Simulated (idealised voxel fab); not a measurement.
A process module follows: voxel ribs on slabs.
Section cut is 220 nm wide and gridded with 5 nm square cells.
Think of the cross-section as a grid of square cells. We describe it in bands, top to bottom, and each band covers one or more rows of those cells. A band entry consists of two parts. The first gives the height of the band's top and the height of its bottom, in nm. The rest lists the band's materials from left to right, each with its width in nm. A single material labelled with the word "full width" fills the band from edge to edge, and the word "blank" marks empty space. For the purposes of this specification, 0 denotes the height below which the wafer in its as-received condition is composed wholly of one material, and the lowermost band, lacking a lower limit, extends downward without end, as expressed in "from 0 down". Width "30 to 40": first value at the band's top row of cells, second value at its bottom row, equal change from row to row. Basically "no change" means that step didn't change any cell in the cross-section. Listed in "Entrapped void list": every empty space of 8 or more cells without an open way to the top. Form: width x height at distance, the distance being from the left edge, all in nm. That trailing text on a step's line, after the settings, is the simulator's own remark on the step. overlay nm: how far to the right of its planned place the mask lay on this masked step (negative: to the left).

[Intended process steps]
1,RECEIVE,material Si
2,DIRECTIONAL_DEP,material SiO2,thk nm 30
3,DIRECTIONAL_DEP,material polySi,thk nm 15
4,MASKED_ETCH,tone cover,mask id RIB,width nm 15,etch materials polySi,depth nm 10,overlay nm 0
5,MASKED_ETCH,tone cover,mask id SLAB,width nm 65,etch materials polySi,depth nm 5,overlay nm -15
6,FILL_DEP,material SiO2,thk nm 25
7,CMP,height nm 65
8,DIRECTIONAL_DEP,material TiN,thk nm 10
9,PATTERN,tone cover,mask id HEATER,material resist,width nm 25,thk nm 20,overlay nm 0
10,DIRECTIONAL_ETCH,etch materials TiN,depth nm 10
11,STRIP,etch materials resist
12,CONFORMAL_DEP,material SiO2,thk nm 5
The overlay nm used in step 5 is not the same on every wafer, whereas the starting condition is; the value printed in the plan is the first wafer's.

[Received wafers, first of several: cross-section after step 1]
> from 0 down  Si full width
> Entrapped void list: none

[The following table contains a row per wafer, in which are reported, at the conclusion of the module, the cells of each material gained (+) or lost (-) since the wafer's receipt, with its closed voids given thereafter]
overlay nm -15; +601 SiO2; +10 TiN; +19 polySi; Entrapped void list: none
overlay nm -10; +601 SiO2; +10 TiN; +19 polySi; Entrapped void list: none
overlay nm -5; +601 SiO2; +10 TiN; +19 polySi; Entrapped void list: none
overlay nm 0; +601 SiO2; +10 TiN; +19 polySi; Entrapped void list: none
overlay nm 5; +601 SiO2; +10 TiN; +19 polySi; Entrapped void list: none
overlay nm 10; +601 SiO2; +10 TiN; +19 polySi; Entrapped void list: none
overlay nm 15; +601 SiO2; +10 TiN; +19 polySi; Entrapped void list: none
